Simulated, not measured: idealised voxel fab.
You're looking at the process module voxel trench capacitor.
It is cross-section cut that appears here, measuring 200 nm in width, its square cells being 5 nm in size.
Square cells in a grid make up a cross-section in this document, and the grid is given as bands, listed from the top down, each one or more rows of cells.
First you get the band's top height and its bottom height, in nm, and then the materials it's made of, left to right, with each width in nm. If you see a single material with "all across", that one covers the band edge to edge. "air" is empty space.
Heights are reckoned from 0. Under this level, the received wafer is all of one material. The bottommost band is open-ended downward, for example "from 0 down".
You'd read "30..40" like this: the band's top row of cells is as wide as the first number, its bottom row is as wide as the second, and going down, every row changes width by the same amount as the row before did.
Step marked "no modification"? Then no cell in the cross-section changed in it.
You'll see "Encapsulated voids" listing empty spaces that have no way open to the top, as long as they're 8 cells or more; the notation is width x height at distance, where the distance is from the left edge, and all of it is in nm.
Step line, after settings: the simulator's comment on this step.
overlay nm: right-of-plan distance of the mask on a masked step; negative values mean left-of-plan.

[Process steps foreseen in the plan]
1. RECEIVE,material Si
2. CONFORMAL_DEP,material SiN,thk nm 5
3. DIRECTIONAL_DEP,material aC,thk nm 15
4. PATTERN,tone open,mask id TRENCH,material resist,width nm 25,pitch nm 40,thk nm 35,overlay nm 0
5. DIRECTIONAL_ETCH,etch materials aC,depth nm 15
6. STRIP,etch materials resist
7. DIRECTIONAL_ETCH,etch materials SiN,depth nm 5
8. DIRECTIONAL_ETCH,etch materials Si,depth nm 35
9. STRIP,etch materials aC
10. CONFORMAL_DEP,material Al2O3,thk nm 5
11. FILL_DEP,material polySi,thk nm 5
12. CMP,height nm 5

[Account of the first of two wafers, which was processed as intended]

[As-received state of the wafer in cross-section, equivalent to post-step 1]
* from 0 down: Si all across
* Encapsulated voids: none

[After step 2, in cross-section]
* from 5 to 0: SiN all across
* Unchanged below 0.

[After step 3, in cross-section]
* from 20 to 5: aC all across
* Unchanged below 5.

[After step 4, in cross-section]
* from 55 to 20: resist (45) / air (25) / resist (15) / air (25) / resist (15) / air (25) / resist (50)
* Unchanged below 20.

[After step 5, in cross-section]
* from 40 to 20: resist (45) / air (25) / resist (15) / air (25) / resist (15) / air (25) / resist (50)
* from 20 to 5: aC (45) / air (25) / aC (15) / air (25) / aC (15) / air (25) / aC (50)
* Unchanged below 5.

[After step 6, in cross-section]
* from 20 to 5: aC (45) / air (25) / aC (15) / air (25) / aC (15) / air (25) / aC (50)
* Unchanged below 5.

[After step 7, in cross-section]
* from 20 to 5: aC (45) / air (25) / aC (15) / air (25) / aC (15) / air (25) / aC (50)
* from 5 to 0: SiN (45) / air (25) / SiN (15) / air (25) / SiN (15) / air (25) / SiN (50)
* Unchanged below 0.

[After step 8, in cross-section]
* from 20 to 5: aC (45) / air (25) / aC (15) / air (25) / aC (15) / air (25) / aC (50)
* from 5 to 0: SiN (45) / air (25) / SiN (15) / air (25) / SiN (15) / air (25) / SiN (50)
* from 0 to -35: Si (45) / air (25) / Si (15) / air (25) / Si (15) / air (25) / Si (50)
* Unchanged below -35.

[After step 9, in cross-section]
* from 5 to 0: SiN (45) / air (25) / SiN (15) / air (25) / SiN (15) / air (25) / SiN (50)
* Unchanged below 0.

[After step 10, in cross-section]
* from 10 to 5: Al2O3 (50) / air (15) / Al2O3 (25) / air (15) / Al2O3 (25) / air (15) / Al2O3 (55)
* from 5 to 0: SiN (45) / Al2O3 (5) / air (15) / Al2O3 (5) / SiN (15) / Al2O3 (5) / air (15) / Al2O3 (5) / SiN (15) / Al2O3 (5) / air (15) / Al2O3 (5) / SiN (50)
* from 0 to -30: Si (45) / Al2O3 (5) / air (15) / Al2O3 (5) / Si (15) / Al2O3 (5) / air (15) / Al2O3 (5) / Si (15) / Al2O3 (5) / air (15) / Al2O3 (5) / Si (50)
* from -30 to -35: Si (45) / Al2O3 (25) / Si (15) / Al2O3 (25) / Si (15) / Al2O3 (25) / Si (50)
* Unchanged below -35.

[After step 11, in cross-section]
* from 15 to 10: polySi all across
* from 10 to 5: Al2O3 (50) / polySi (15) / Al2O3 (25) / polySi (15) / Al2O3 (25) / polySi (15) / Al2O3 (55)
* from 5 to 0: SiN (45) / Al2O3 (5) / polySi (15) / Al2O3 (5) / SiN (15) / Al2O3 (5) / polySi (15) / Al2O3 (5) / SiN (15) / Al2O3 (5) / polySi (15) / Al2O3 (5) / SiN (50)
* from 0 to -30: Si (45) / Al2O3 (5) / polySi (15) / Al2O3 (5) / Si (15) / Al2O3 (5) / polySi (15) / Al2O3 (5) / Si (15) / Al2O3 (5) / polySi (15) / Al2O3 (5) / Si (50)
* Unchanged below -30.

[After step 12, in cross-section]
* from 5 to 0: SiN (45) / Al2O3 (5) / polySi (15) / Al2O3 (5) / SiN (15) / Al2O3 (5) / polySi (15) / Al2O3 (5) / SiN (15) / Al2O3 (5) / polySi (15) / Al2O3 (5) / SiN (50)
* Unchanged below 0.

[The Second Wafer: Common Origin and Plan, One Mistake in Execution, Identical to the First Through Step 8]

Second wafer, section view, time point: scheduled end of step 9: no modification

[Second wafer, section view, time point: scheduled end of step 10]
* from 25 to 20: Al2O3 (50) / air (15) / Al2O3 (25) / air (15) / Al2O3 (25) / air (15) / Al2O3 (55)
* from 20 to 5: aC (45) / Al2O3 (5) / air (15) / Al2O3 (5) / aC (15) / Al2O3 (5) / air (15) / Al2O3 (5) / aC (15) / Al2O3 (5) / air (15) / Al2O3 (5) / aC (50)
* from 5 to 0: SiN (45) / Al2O3 (5) / air (15) / Al2O3 (5) / SiN (15) / Al2O3 (5) / air (15) / Al2O3 (5) / SiN (15) / Al2O3 (5) / air (15) / Al2O3 (5) / SiN (50)
* from 0 to -30: Si (45) / Al2O3 (5) / air (15) / Al2O3 (5) / Si (15) / Al2O3 (5) / air (15) / Al2O3 (5) / Si (15) / Al2O3 (5) / air (15) / Al2O3 (5) / Si (50)
* from -30 to -35: Si (45) / Al2O3 (25) / Si (15) / Al2O3 (25) / Si (15) / Al2O3 (25) / Si (50)
* Unchanged below -35.

[Second wafer, section view, time point: scheduled end of step 11]
* from 30 to 25: polySi all across
* from 25 to 20: Al2O3 (50) / polySi (15) / Al2O3 (25) / polySi (15) / Al2O3 (25) / polySi (15) / Al2O3 (55)
* from 20 to 5: aC (45) / Al2O3 (5) / polySi (15) / Al2O3 (5) / aC (15) / Al2O3 (5) / polySi (15) / Al2O3 (5) / aC (15) / Al2O3 (5) / polySi (15) / Al2O3 (5) / aC (50)
* from 5 to 0: SiN (45) / Al2O3 (5) / polySi (15) / Al2O3 (5) / SiN (15) / Al2O3 (5) / polySi (15) / Al2O3 (5) / SiN (15) / Al2O3 (5) / polySi (15) / Al2O3 (5) / SiN (50)
* from 0 to -30: Si (45) / Al2O3 (5) / polySi (15) / Al2O3 (5) / Si (15) / Al2O3 (5) / polySi (15) / Al2O3 (5) / Si (15) / Al2O3 (5) / polySi (15) / Al2O3 (5) / Si (50)
* Unchanged below -30.

[Second wafer, section view, time point: scheduled end of step 12]
* from 5 to 0: SiN (45) / Al2O3 (5) / polySi (15) / Al2O3 (5) / SiN (15) / Al2O3 (5) / polySi (15) / Al2O3 (5) / SiN (15) / Al2O3 (5) / polySi (15) / Al2O3 (5) / SiN (50)
* Unchanged below 0.
Which mistake was made when the wafer was run? skipped: plan step 9 (never run)
Since the two wafers finish with cross-sections that are the same, nothing this model computes is changed by the mistake.
